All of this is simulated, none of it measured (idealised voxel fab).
Process module name: voxel capacitor over wiring
In the cross-section labelled cut, the width is 160 nm and each square cell is 5 nm.
A cross-section is a grid of square cells, given in bands from the top down. A band is one or more rows of cells. Band: top and bottom heights (nm) first, top before bottom; then materials from left to right, widths in nm. "edge to edge" marks a sole material filling the band edge to edge. "blank" denotes empty space. Height 0 is the level under which the wafer as received is all one material. The lowest band goes on downwards, as in "0 nm and below". The two numbers in a width such as "30..40" mark its ends across the band: the first belongs to the top row of cells, the second to the bottom row, and from each row to the next the width moves by the same amount. For the purposes of this document, the phrase "no change" attached to a step denotes that no cell within the cross-section was modified by that step. This entry, "Entrapped voids", enumerates those empty regions of no fewer than 8 cells that possess no open connection to the top. Each region is reported in the form width x height at distance, the distance being taken from the left edge, with all three quantities expressed in nm. It should be noted that, on the line of a given step, the content following the step's settings is a remark produced by the simulator itself with respect to that step. Among the settings permitted on a step's line is "overlay nm"; applied to a step with a mask, it specifies the extent to which the mask lay to the right of its planned position, whereas a negative figure signifies a position to the left.
## So here's the lineup of process steps we planned
- 1: op RECEIVE | material Si
- 2: op CONFORMAL_DEP | material SiO2 | thk nm 10
- 3: op DIRECTIONAL_DEP | material TiN | thk nm 5
- 4: op DIRECTIONAL_DEP | material Ru | thk nm 15
- 5: op MASKED_ETCH | tone cover | mask id METAL_1 | width nm 20 | pitch nm 90 | etch materials Ru | depth nm 15 | overlay nm 0
- 6: op MASKED_ETCH | tone cover | mask id METAL_1 | width nm 20 | pitch nm 90 | etch materials TiN | depth nm 5 | overlay nm 0
- 7: op CONFORMAL_DEP | material SiN | thk nm 5
- 8: op FILL_DEP | material lowk | thk nm 5
- 9: op CMP | height nm 30
- 10: op CONFORMAL_DEP | material SiCN | thk nm 5
- 11: op DIRECTIONAL_DEP | material lowk | thk nm 20
- 12: op DIRECTIONAL_DEP | material aC | thk nm 10
- 13: op PATTERN | tone open | mask id PLUG_1 | material resist | width nm 15 | thk nm 25 | overlay nm 0
- 14: op DIRECTIONAL_ETCH | etch materials aC | depth nm 10
- 15: op STRIP | etch materials resist
- 16: op DIRECTIONAL_ETCH | etch materials lowk | depth nm 20
- 17: op DIRECTIONAL_ETCH | etch materials SiCN | depth nm 5
- 18: op STRIP | etch materials aC
- 19: op EPI | material Ru | thk nm 10
- 20: op EPI | material Ru | thk nm 10
- 21: op EPI | material Ru | thk nm 5
- 22: op DIRECTIONAL_DEP | material TiN | thk nm 10
- 23: op DIRECTIONAL_DEP | material Al2O3 | thk nm 5
- 24: op DIRECTIONAL_DEP | material TiN | thk nm 10
- 25: op MASKED_ETCH | tone cover | mask id UPPER_PLATE | width nm 75 | etch materials TiN | depth nm 10 | overlay nm 0
- 26: op MASKED_ETCH | tone cover | mask id UPPER_PLATE | width nm 75 | etch materials Al2O3 | depth nm 5 | overlay nm 0
- 27: op DIRECTIONAL_DEP | material aC | thk nm 15
- 28: op PATTERN | tone cover | mask id LOWER_PLATE | material resist | width nm 85 | thk nm 35 | overlay nm 0
- 29: op DIRECTIONAL_ETCH | etch materials aC | depth nm 15
- 30: op STRIP | etch materials resist
- 31: op DIRECTIONAL_ETCH | etch materials TiN | depth nm 10
- 32: op STRIP | etch materials aC
- 33: op FILL_DEP | material SiO2 | thk nm 20
- 34: op CMP | height nm 95
- 35: op PATTERN | tone open | mask id PLUG_2 | material resist | width nm 15 | thk nm 20 | overlay nm 0
- 36: op DIRECTIONAL_ETCH | etch materials SiO2 | depth nm 15
- 37: op STRIP | etch materials resist
- 38: op CONFORMAL_DEP | material TiN | thk nm 5
- 39: op FILL_DEP | material Cu | thk nm 5
- 40: op CMP | height nm 95
- 41: op CONFORMAL_DEP | material SiCN | thk nm 5
## Step 1 complete: cross-section of the wafer as received
- 0 nm and below = Si edge to edge
- Entrapped voids: none
## first wafer at the end, as planned
- 100 nm to 95 nm = SiCN edge to edge
- 95 nm to 85 nm = SiO2 (40), TiN (5), Cu (5), TiN (5), SiO2 (105)
- 85 nm to 80 nm = SiO2 (40), TiN (15), SiO2 (105)
- 80 nm to 70 nm = SiO2 (30), TiN (75), SiO2 (55)
- 70 nm to 65 nm = SiO2 (30), Al2O3 (75), SiO2 (55)
- 65 nm to 55 nm = SiO2 (25), TiN (85), SiO2 (50)
- 55 nm to 35 nm = lowk (30), Ru (15), lowk (115)
- 35 nm to 30 nm = SiCN (30), Ru (15), SiCN (115)
- 30 nm to 15 nm = lowk (20), SiN (5), Ru (20), SiN (5), lowk (60), SiN (5), Ru (20), SiN (5), lowk (20)
- 15 nm to 10 nm = SiN (25), TiN (20), SiN (70), TiN (20), SiN (25)
- 10 nm to 0 nm = SiO2 edge to edge
- 0 nm and below = Si edge to edge
- Entrapped voids: none
## Presented here is a cross-section of the second of the two wafers as it stood at the end of the module. It was started in the same manner and assigned the same plan as the first wafer; however, one mistake was made in its execution
- 100 nm to 95 nm = SiCN edge to edge
- 95 nm to 90 nm = SiO2 (40), TiN (15), SiO2 (105)
- 90 nm to 80 nm = SiO2 (30), TiN (25), SiO2 (105)
- 80 nm to 75 nm = SiO2 (30), Al2O3 (25), TiN (50), SiO2 (55)
- 75 nm to 70 nm = SiO2 (25), TiN (80), SiO2 (55)
- 70 nm to 65 nm = SiO2 (25), TiN (30), Al2O3 (50), SiO2 (55)
- 65 nm to 55 nm = SiO2 (20), Ru (35), TiN (55), SiO2 (50)
- 55 nm to 35 nm = lowk (30), Ru (15), lowk (115)
- 35 nm to 30 nm = SiCN (30), Ru (15), SiCN (115)
- 30 nm to 15 nm = lowk (20), SiN (5), Ru (20), SiN (5), lowk (60), SiN (5), Ru (20), SiN (5), lowk (20)
- 15 nm to 10 nm = SiN (25), TiN (20), SiN (70), TiN (20), SiN (25)
- 10 nm to 0 nm = SiO2 edge to edge
- 0 nm and below = Si edge to edge
- Entrapped voids: none
So what did we get wrong on this run? which of the identical steps 19 and 20 was run twice cannot be determined, only that one of them was
at the end the second wafer has, in cells: 2 fewer of Cu | 14 more of Ru | 8 fewer of SiO2 | 4 fewer of TiN
